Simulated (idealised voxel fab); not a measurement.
process module | voxel capacitor over wiring
FYI the section here is cut, 250 nm wide, cells are 5 nm squares.
A cross-section is a grid of square cells, given in bands from the top down. A band is one or more rows of cells. Per band: top height and bottom height in nm, followed by the left-to-right materials and their widths in nm; "all across" marks a single material spanning edge to edge, "air" marks empty space. Basically, 0 is our baseline, since under it the wafer straight out of the box is all one material. The bottom band has no lower end and keeps on going down, so it looks like "0 -> down". Width "30 to 40": first value at the band's top row of cells, second value at its bottom row, equal change from row to row. Step marked "everything unchanged"? Then no cell in the cross-section changed in it. "Tabulated closed voids" lists enclosed empty spaces (at least 8 cells, no open path upward to the top), each as width x height at distance from the left edge, in nm. Step line, after settings: the simulator's comment on this step. When a step includes a mask, the "overlay nm" setting on its line states how far to the right of its planned place that mask lay, and negative values state how far to the left.

-- The process steps that were planned are listed below
1,RECEIVE,material Si
2,CONFORMAL_DEP,material SiO2,thk nm 15
3,CONFORMAL_DEP,material SiCN,thk nm 5
4,DIRECTIONAL_DEP,material lowk,thk nm 15
5,DIRECTIONAL_DEP,material aC,thk nm 15
6,PATTERN,tone open,mask id METAL_1,material resist,width nm 30,pitch nm 90,thk nm 30,overlay nm 0
7,DIRECTIONAL_ETCH,etch materials aC,depth nm 15
8,STRIP,etch materials resist
9,DIRECTIONAL_ETCH,etch materials lowk,depth nm 15
10,DIRECTIONAL_ETCH,etch materials SiCN,depth nm 5
11,STRIP,etch materials aC
12,CONFORMAL_DEP,material TiN,thk nm 5
13,FILL_DEP,material Cu,thk nm 10
14,CMP,height nm 35
15,CONFORMAL_DEP,material SiCN,thk nm 5
16,DIRECTIONAL_DEP,material SiO2,thk nm 15
17,MASKED_ETCH,tone open,mask id PLUG_1,width nm 15,etch materials SiO2,depth nm 15,overlay nm 0
18,MASKED_ETCH,tone open,mask id PLUG_1,width nm 15,etch materials SiCN,depth nm 5,overlay nm 0
19,EPI,material Ru,thk nm 10
20,EPI,material Ru,thk nm 10
21,DIRECTIONAL_DEP,material TiN,thk nm 10
22,DIRECTIONAL_DEP,material Al2O3,thk nm 5
23,DIRECTIONAL_DEP,material TiN,thk nm 10
24,MASKED_ETCH,tone cover,mask id UPPER_PLATE,width nm 65,etch materials TiN,depth nm 10,overlay nm 0
25,MASKED_ETCH,tone cover,mask id UPPER_PLATE,width nm 65,etch materials Al2O3,depth nm 5,overlay nm 0
26,PATTERN,tone cover,mask id LOWER_PLATE,material resist,width nm 75,thk nm 20,overlay nm 0
27,DIRECTIONAL_ETCH,etch materials TiN,depth nm 10
28,STRIP,etch materials resist
29,FILL_DEP,material SiO2,thk nm 15
30,CMP,height nm 90
31,PATTERN,tone open,mask id PLUG_2,material resist,width nm 15,thk nm 15,overlay nm 0
32,DIRECTIONAL_ETCH,etch materials SiO2,depth nm 10
33,STRIP,etch materials resist
34,CONFORMAL_DEP,material TiN,thk nm 5
35,FILL_DEP,material Ru,thk nm 5
36,CMP,height nm 90
37,CONFORMAL_DEP,material SiCN,thk nm 5

-- Cross-section of the wafer as it came to us, i.e., already through step 1
	0 -> down = Si all across
	Tabulated closed voids: none

-- Cross-section at module end, one run error; start and plan unchanged from above
	95 -> 90 = SiCN all across
	90 -> 85 = SiO2 (90) / TiN (5) / Ru (5) / TiN (5) / SiO2 (145)
	85 -> 80 = SiO2 (90) / TiN (15) / SiO2 (145)
	80 -> 70 = SiO2 (80) / TiN (65) / SiO2 (105)
	70 -> 65 = SiO2 (80) / Al2O3 (65) / SiO2 (105)
	65 -> 55 = SiO2 (75) / TiN (75) / SiO2 (100)
	55 -> 40 = SiO2 (80) / Ru (15) / SiO2 (155)
	40 -> 35 = SiCN (80) / Ru (15) / SiCN (155)
	35 -> 20 = lowk (70) / TiN (5) / Cu (15) / TiN (5) / lowk (65) / TiN (5) / Cu (15) / TiN (5) / lowk (65)
	20 -> 15 = SiCN (70) / TiN (25) / SiCN (65) / TiN (25) / SiCN (65)
	15 -> 0 = SiO2 all across
	0 -> down = Si all across
	Tabulated closed voids: none
Heads up, the wafer didn't run the way we planned it: heads up, step 6 didn't go per plan, it actually ran as PATTERN,tone open,mask id METAL_1,material resist,width nm 25,pitch nm 90,thk nm 30,overlay nm 0
